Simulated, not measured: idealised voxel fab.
A process module follows: voxel self aligned vias.
Pictured: cross-section cut, 165 nm wide, on a grid of 5 nm square cells.
Format of a cross-section: grid, square cells. Given as bands. Order: top down. Band: one or more rows of cells. It is stipulated that each band's entry specify, in nanometres, the height of the top of the band and then that of its bottom, followed by the materials of the band in left-to-right sequence, each together with its width in nanometres. A single material marked by the word "everywhere" is understood to fill the band from edge to edge; the word "empty" is understood to denote empty space. Ref level 0: as-received wafer is one material below here. Bottom band extends down with no lower bound ("0..down"). Quick explanation for "30 to 40": the width changes in equal steps down the rows of cells, from the first number in the band's top row to the second number in its bottom row. Where a step carries "no modifications", the cross-section came out of it unchanged, cell for cell. This entry, "Closed void entries", enumerates those empty regions of no fewer than 8 cells that possess no open connection to the top. Each region is reported in the form width x height at distance, the distance being taken from the left edge, with all three quantities expressed in nm. It should be noted that, on the line of a given step, the content following the step's settings is a remark produced by the simulator itself with respect to that step. overlay nm: for a step with a mask, the amount by which the mask lay right of where it was planned; a negative amount means left of it.
Steps in the process plan
1 RECEIVE | material Si
2 CONFORMAL_DEP | material SiO2 | thk nm 15
3 CONFORMAL_DEP | material SiCN | thk nm 5
4 DIRECTIONAL_DEP | material SiO2 | thk nm 30
5 PATTERN | tone open | mask id LINES | material resist | width nm 25 | pitch nm 75 | thk nm 20 | overlay nm 0
6 DIRECTIONAL_ETCH | etch materials SiO2 | depth nm 30
7 STRIP | etch materials resist
8 CONFORMAL_DEP | material TiN | thk nm 5
9 FILL_DEP | material Ru | thk nm 5
10 CMP | height nm 50
11 SELECTIVE_ETCH | etch materials W Ru TiN | depth nm 5
12 FILL_DEP | material SiN | thk nm 5
13 CMP | height nm 50
14 DIRECTIONAL_DEP | material SiO2 | thk nm 20
15 PATTERN | tone open | mask id VIAS | material resist | width nm 45 | pitch nm 75 | thk nm 20 | overlay nm 0
16 DIRECTIONAL_ETCH | etch materials SiO2 | depth nm 20
17 DIRECTIONAL_ETCH | etch materials SiN | depth nm 5
18 STRIP | etch materials resist
19 CONFORMAL_DEP | material TiN | thk nm 5
20 FILL_DEP | material Cu | thk nm 10
21 CMP | height nm 70
22 CONFORMAL_DEP | material SiN | thk nm 5
Here's what the wafer looked like in cross-section when it arrived - that's after step 1
0..down | Si everywhere
Closed void entries: none
Same starting wafer, same plan as above, one mistake in the execution; this is the cross-section at the end of the module
75..70 | SiN everywhere
70..55 | Cu=15, TiN=5, SiO2=45, TiN=5, Cu=20, TiN=5, SiO2=45, TiN=5, Cu=20
55..50 | TiN=20, SiO2=45, TiN=30, SiO2=45, TiN=25
50..45 | SiO2=30, SiN=25, SiO2=50, SiN=25, SiO2=35
45..25 | SiO2=30, TiN=5, Ru=15, TiN=5, SiO2=50, TiN=5, Ru=15, TiN=5, SiO2=35
25..20 | SiO2=30, TiN=25, SiO2=50, TiN=25, SiO2=35
20..15 | SiCN everywhere
15..0 | SiO2 everywhere
0..down | Si everywhere
Closed void entries: none
Where did the run depart from the plan? step 15 did not happen as planned, as run it was PATTERN | tone cover | mask id VIAS | material resist | width nm 45 | pitch nm 75 | thk nm 20 | overlay nm 0
